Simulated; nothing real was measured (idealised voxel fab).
The name of this process module is voxel released beams.
The cross-section shown here is cut; it is 180 nm wide and divided into square cells measuring 5 nm on a side.
A cross-section is written here as square cells arranged in a grid, and it is given in bands from the top down, each band taking up one or more rows of cells.
The entry gives the band's vertical extent as a top height and a bottom height in nm, then its horizontal make-up as materials from left to right, each with a width in nm. "air" stands for empty space; a single material marked "all across" fills the band edge to edge.
Height reference: 0 = level under which incoming wafer is all one material. Lowest band: no bottom, runs on downward, e.g. "0 nm and below".
You'd read "30..40" like this: the band's top row of cells is as wide as the first number, its bottom row is as wide as the second, and going down, every row changes width by the same amount as the row before did.
"identical to before" means the step left every cell of the cross-section as it was.
Entry "Enclosed cavity list" = empty spaces >= 8 cells with no open way to the top; each as width x height at distance, distance from left edge, all nm.
Step line, after settings: the simulator's comment on this step.
overlay nm, on a step with a mask: how far to the right of its planned place the mask lay; to the left if negative

Set out below are the planned steps of the process:
1) RECEIVE (material Si)
2) CONFORMAL_DEP (material Al2O3; thk nm 5)
3) DIRECTIONAL_DEP (material SiO2; thk nm 15)
4) DIRECTIONAL_DEP (material aC; thk nm 15)
5) PATTERN (tone open; mask id ANCHOR; material resist; width nm 30; thk nm 35; overlay nm 0)
6) DIRECTIONAL_ETCH (etch materials aC; depth nm 15)
7) STRIP (etch materials resist)
8) DIRECTIONAL_ETCH (etch materials SiO2; depth nm 15)
9) STRIP (etch materials aC)
10) CONFORMAL_DEP (material polySi; thk nm 10)
11) MASKED_ETCH (tone cover; mask id BEAM; width nm 80; etch materials polySi; depth nm 10; overlay nm 0)
12) STRIP (etch materials SiO2)

Below: the first of two wafers, run as planned:

Wafer at receipt (post step 1), cross-section:
- 0 nm and below  Si all across
- Enclosed cavity list: none

After step 2: wafer cross-section:
- 5 nm to 0 nm  Al2O3 all across
- below 0: unchanged

After step 3: wafer cross-section:
- 20 nm to 5 nm  SiO2 all across
- below 5: unchanged

After step 4: wafer cross-section:
- 35 nm to 20 nm  aC all across
- below 20: unchanged

After step 5: wafer cross-section:
- 70 nm to 35 nm  resist 50 nm / air 30 nm / resist 100 nm
- below 35: unchanged

After step 6: wafer cross-section:
- 55 nm to 35 nm  resist 50 nm / air 30 nm / resist 100 nm
- 35 nm to 20 nm  aC 50 nm / air 30 nm / aC 100 nm
- below 20: unchanged

After step 7: wafer cross-section:
- 35 nm to 20 nm  aC 50 nm / air 30 nm / aC 100 nm
- below 20: unchanged

After step 8: wafer cross-section:
- 35 nm to 20 nm  aC 50 nm / air 30 nm / aC 100 nm
- 20 nm to 5 nm  SiO2 50 nm / air 30 nm / SiO2 100 nm
- below 5: unchanged

After step 9: wafer cross-section:
- 20 nm to 5 nm  SiO2 50 nm / air 30 nm / SiO2 100 nm
- below 5: unchanged

After step 10: wafer cross-section:
- 30 nm to 20 nm  polySi 60 nm / air 10 nm / polySi 110 nm
- 20 nm to 15 nm  SiO2 50 nm / polySi 10 nm / air 10 nm / polySi 10 nm / SiO2 100 nm
- 15 nm to 5 nm  SiO2 50 nm / polySi 30 nm / SiO2 100 nm
- below 5: unchanged

After step 11: wafer cross-section:
- 30 nm to 20 nm  air 45 nm / polySi 15 nm / air 10 nm / polySi 55 nm / air 55 nm
- below 20: unchanged

After step 12: wafer cross-section:
- 30 nm to 20 nm  air 45 nm / polySi 15 nm / air 10 nm / polySi 55 nm / air 55 nm
- 20 nm to 15 nm  air 50 nm / polySi 10 nm / air 10 nm / polySi 10 nm / air 100 nm
- 15 nm to 5 nm  air 50 nm / polySi 30 nm / air 100 nm
- below 5: unchanged

What follows concerns the second wafer, which started out like the first and was meant to follow the very same plan; one mistake crept in when it was run, but everything up to and including step 10 is the same as for the first wafer:

Planned end of step 11: second wafer, cross-section:
- 30 nm to 20 nm  air 45 nm / polySi 15 nm / air 10 nm / polySi 60 nm / air 50 nm
- below 20: unchanged

Planned end of step 12: second wafer, cross-section:
- 30 nm to 20 nm  air 45 nm / polySi 15 nm / air 10 nm / polySi 60 nm / air 50 nm
- 20 nm to 15 nm  air 50 nm / polySi 10 nm / air 10 nm / polySi 10 nm / air 100 nm
- 15 nm to 5 nm  air 50 nm / polySi 30 nm / air 100 nm
- below 5: unchanged
In executing the process, a mistake was made relative to the plan: step 11 did not happen as planned, as run it was MASKED_ETCH (tone cover; mask id BEAM; width nm 85; etch materials polySi; depth nm 10; overlay nm 0)
The final cell counts differ between the wafers, with the second having more or fewer of some materials than the first: 2 more of polySi
